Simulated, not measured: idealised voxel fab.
process module | voxel quadruple lines
cross-section cut | 255 nm wide | cells 5 nm
A cross-section is a grid of square cells, given in bands from the top down. A band is one or more rows of cells.
Each band's line starts with the height of the band's top and of its bottom, in nm. Then come its materials from left to right, each with its width in nm. One material with "throughout" fills the band from edge to edge. "air" is empty space.
Height 0 is the level under which the wafer as received is all one material. The lowest band goes on downwards, as in "0 down".
A width such as "30 to 40" changes by the same amount from each row of cells to the next, from the band's top row to its bottom row.
"no change" after a step means that no cell of the cross-section changed.
closed voids: empty space of 8 cells or more with no open way to the top, each as width x height at its distance from the left edge, in nm
after a step's settings: what the simulator itself notes on the step
overlay nm, on a step with a mask: how far to the right of its planned place the mask lay; to the left if negative
plan
1 op RECEIVE | material Si
2 op CONFORMAL_DEP | material Al2O3 | thk nm 10
3 op DIRECTIONAL_DEP | material W | thk nm 15
4 op DIRECTIONAL_DEP | material polySi | thk nm 15
5 op DIRECTIONAL_DEP | material aC | thk nm 20
6 op PATTERN | tone cover | mask id MANDREL | material resist | width nm 30 | thk nm 30 | overlay nm 0
7 op DIRECTIONAL_ETCH | etch materials aC | depth nm 20
8 op STRIP | etch materials resist
9 op CONFORMAL_DEP | material SiO2 | thk nm 10
10 op DIRECTIONAL_ETCH | etch materials SiO2 | depth nm 10
11 op STRIP | etch materials aC
12 op DIRECTIONAL_ETCH | etch materials polySi | depth nm 15
13 op STRIP | etch materials SiO2
14 op CONFORMAL_DEP | material SiN | thk nm 10
15 op DIRECTIONAL_ETCH | etch materials SiN | depth nm 10
16 op STRIP | etch materials polySi
17 op DIRECTIONAL_ETCH | etch materials W | depth nm 15
18 op STRIP | etch materials SiN
as received, after step 1
  0 down: Si throughout
  closed voids: none
a wafer at the end: this start, this plan, one mistake
  25 to 10: air 90 | W 10 | air 50 | W 10 | air 95
  10 to 0: Al2O3 throughout
  0 down: Si throughout
  closed voids: none
what went wrong: steps 11 and 12 were swapped
